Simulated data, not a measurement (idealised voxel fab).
process module | voxel spacer lines
cross-section cut | 240 nm wide | cells 5 nm
A cross-section is a grid of square cells, given in bands from the top down. A band is one or more rows of cells.
Each band's line starts with the height of the band's top and of its bottom, in nm. Then come its materials from left to right, each with its width in nm. One material with "throughout" fills the band from edge to edge. "air" is empty space.
Height 0 is the level under which the wafer as received is all one material. The lowest band goes on downwards, as in "0 down".
A width such as "30 to 40" changes by the same amount from each row of cells to the next, from the band's top row to its bottom row.
"no change" after a step means that no cell of the cross-section changed.
closed voids: empty space of 8 cells or more with no open way to the top, each as width x height at its distance from the left edge, in nm
after a step's settings: what the simulator itself notes on the step
overlay nm, on a step with a mask: how far to the right of its planned place the mask lay; to the left if negative
plan
1 op RECEIVE | material Si
2 op CONFORMAL_DEP | material Al2O3 | thk nm 10
3 op DIRECTIONAL_DEP | material polySi | thk nm 20
4 op DIRECTIONAL_DEP | material aC | thk nm 30
5 op PATTERN | tone cover | mask id MANDREL | material resist | width nm 20 | pitch nm 60 | thk nm 40 | overlay nm 0
6 op DIRECTIONAL_ETCH | etch materials aC | depth nm 30
7 op STRIP | etch materials resist
8 op CONFORMAL_DEP | material SiO2 | thk nm 10
9 op DIRECTIONAL_ETCH | etch materials SiO2 | depth nm 10
10 op STRIP | etch materials aC
11 op DIRECTIONAL_ETCH | etch materials polySi | depth nm 20
12 op STRIP | etch materials SiO2
as received, after step 1
  0 down: Si throughout
  closed voids: none
first wafer at the end, as planned
  30 to 10: air 40 | polySi 10 | air 20 | polySi 10 | air 20 | polySi 10 | air 20 | polySi 10 | air 20 | polySi 10 | air 20 | polySi 10 | air 40
  10 to 0: Al2O3 throughout
  0 down: Si throughout
  closed voids: none
second wafer at the end: like start, like plan, one mistake
  30 to 10: air 50 | polySi 10 | air 20 | polySi 10 | air 20 | polySi 10 | air 20 | polySi 10 | air 20 | polySi 10 | air 20 | polySi 10 | air 30
  10 to 0: Al2O3 throughout
  0 down: Si throughout
  closed voids: none
what went wrong: step 5 ran as: op PATTERN | tone cover | mask id MANDREL | material resist | width nm 20 | pitch nm 60 | thk nm 40 | overlay nm 10
at the end the second wafer has, in cells: as many of each material as the first, in other places
